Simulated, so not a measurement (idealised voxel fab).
The following process module bears the name voxel transistor to metal.
This is section cut - it's 165 nm across, gridded in 5 nm square cells.
Just so we're on the same page, the cross-sections are grids of square cells, and they're listed out in bands top to bottom, each band one or more rows deep. Top height, bottom height, nm. Materials left to right, width each, nm. Single material + "throughout" = fills band edge to edge. "blank" = empty. Height is counted from the level 0, under which the received wafer is composed throughout of one material. The lowest of the bands is not closed at the bottom but continues downward, in the notation "0 down". Width "30..40": first value at the band's top row of cells, second value at its bottom row, equal change from row to row. Where the words "left unchanged" appear for a step, the cross-section shows no cell changed by that step; every cell remained as before. Listed in "Entrapped void list": every empty space of 8 or more cells without an open way to the top. Form: width x height at distance, the distance being from the left edge, all in nm. Heads up: the bit after the settings on a step's line is the simulator's remark on that step. "overlay nm", when on a step's line for a step with a mask, measures how far to the right of its planned place the mask lay; a negative measure means to the left.
Process steps foreseen in the plan
1) RECEIVE [material Si]
2) OXIDIZE [depth nm 5]
3) CONFORMAL_DEP [material SiN] [thk nm 10]
4) MASKED_ETCH [tone cover] [mask id ACTIVE] [width nm 115] [etch materials SiN] [depth nm 10] [overlay nm 0]
5) MASKED_ETCH [tone cover] [mask id ACTIVE] [width nm 115] [etch materials SiO2] [depth nm 5] [overlay nm 0]
6) MASKED_ETCH [tone cover] [mask id ACTIVE] [width nm 115] [etch materials Si] [depth nm 35] [overlay nm 0]
7) OXIDIZE [depth nm 5]
8) FILL_DEP [material SiO2] [thk nm 15]
9) CMP [height nm 10]
10) SELECTIVE_ETCH [etch materials SiO2] [depth nm 10]
11) STRIP [etch materials SiN]
12) SELECTIVE_ETCH [etch materials SiO2] [depth nm 5]
13) OXIDIZE [depth nm 5]
14) DIRECTIONAL_DEP [material polySi] [thk nm 25]
15) DIRECTIONAL_DEP [material SiCN] [thk nm 10]
16) MASKED_ETCH [tone cover] [mask id GATE] [width nm 35] [etch materials SiCN] [depth nm 20] [overlay nm 0]
17) MASKED_ETCH [tone cover] [mask id GATE] [width nm 35] [etch materials polySi] [depth nm 35] [overlay nm 0]
18) CONFORMAL_DEP [material SiN] [thk nm 10]
19) DIRECTIONAL_ETCH [etch materials SiN] [depth nm 10]
20) DIRECTIONAL_ETCH [etch materials SiO2] [depth nm 5]
21) DIRECTIONAL_ETCH [etch materials Si] [depth nm 5]
22) EPI [material SiGe] [thk nm 5]
23) FILL_DEP [material SiO2] [thk nm 10]
24) CMP [height nm 20]
25) STRIP [etch materials polySi]
26) SELECTIVE_ETCH [etch materials SiO2] [depth nm 5]
27) CONFORMAL_DEP [material HfO2] [thk nm 5]
28) CONFORMAL_DEP [material TiN] [thk nm 5]
29) FILL_DEP [material W] [thk nm 5]
30) CMP [height nm 15]
31) DIRECTIONAL_DEP [material SiO2] [thk nm 10]
32) DIRECTIONAL_DEP [material aC] [thk nm 10]
33) PATTERN [tone open] [mask id CONTACT] [material resist] [width nm 20] [pitch nm 85] [thk nm 30] [overlay nm 0]
34) DIRECTIONAL_ETCH [etch materials aC] [depth nm 10]
35) STRIP [etch materials resist]
36) DIRECTIONAL_ETCH [etch materials SiO2] [depth nm 35]
37) STRIP [etch materials aC]
38) CONFORMAL_DEP [material TiN] [thk nm 5]
39) FILL_DEP [material W] [thk nm 5]
40) CMP [height nm 25]
41) DIRECTIONAL_DEP [material TiN] [thk nm 5]
42) DIRECTIONAL_DEP [material W] [thk nm 25]
43) MASKED_ETCH [tone cover] [mask id METAL_1] [width nm 20] [pitch nm 85] [etch materials W] [depth nm 25] [overlay nm 0]
44) MASKED_ETCH [tone cover] [mask id METAL_1] [width nm 20] [pitch nm 85] [etch materials TiN] [depth nm 5] [overlay nm 0]
45) CONFORMAL_DEP [material SiN] [thk nm 5]
46) FILL_DEP [material lowk] [thk nm 5]
47) CMP [height nm 55]
48) CONFORMAL_DEP [material SiCN] [thk nm 5]
Cross-section, incoming material, after step 1
0 down: Si throughout
Entrapped void list: none
First of two wafers at the end of the module, shown in cross-section; run carried out as planned
60 to 55: SiCN throughout
55 to 30: lowk=25  SiN=5  W=20  SiN=5  lowk=55  SiN=5  W=20  SiN=5  lowk=25
30 to 25: SiN=30  TiN=20  SiN=65  TiN=20  SiN=30
25 to 15: SiO2=30  TiN=5  W=10  TiN=5  SiO2=65  TiN=5  W=10  TiN=5  SiO2=30
15 to 0: SiO2=30  TiN=5  W=10  TiN=5  SiO2=5  SiN=10  HfO2=5  TiN=5  W=15  TiN=5  HfO2=5  SiN=10  SiO2=5  TiN=5  W=10  TiN=5  SiO2=30
0 to -5: SiO2=30  TiN=5  W=10  TiN=5  SiO2=5  SiN=10  HfO2=5  TiN=25  HfO2=5  SiN=10  SiO2=5  TiN=5  W=10  TiN=5  SiO2=30
-5 to -10: SiO2=30  TiN=20  SiGe=5  SiO2=5  HfO2=45  SiO2=5  SiGe=5  TiN=20  SiO2=30
-10 to -15: SiO2=30  SiGe=25  Si=55  SiGe=25  SiO2=30
-15 to -45: SiO2=30  Si=105  SiO2=30
-45 down: Si throughout
Entrapped void list: none
Now the second wafer, cross-sectioned at the end of the module. Nothing different at the start, nothing different in the plan compared with the first, just one mistake when it was actually run
60 to 55: SiCN throughout
55 to 30: lowk=25  SiN=5  W=20  SiN=5  lowk=55  SiN=5  W=20  SiN=5  lowk=25
30 to 25: SiN=30  TiN=20  SiN=65  TiN=20  SiN=30
25 to 15: SiO2=30  TiN=5  W=10  TiN=5  SiO2=65  TiN=5  W=10  TiN=5  SiO2=30
15 to 10: SiO2=30  TiN=20  SiO2=5  SiN=10  HfO2=35  SiN=10  SiO2=5  TiN=20  SiO2=30
10 to 0: SiO2=25  SiN=115  SiO2=25
0 to -5: SiO2 throughout
-5 to -45: SiO2=30  Si=105  SiO2=30
-45 down: Si throughout
Entrapped void list: none
Finding, execution versus plan: the plan's step 9 went unexecuted, having been skipped
Per the end-of-run cell counts, the second wafer holds more or fewer of some materials than the first: HfO2: 10 fewer, Si: 31 more, SiGe: 12 fewer, SiN: 34 more, SiO2: 9 more, TiN: 27 fewer, W: 25 fewer
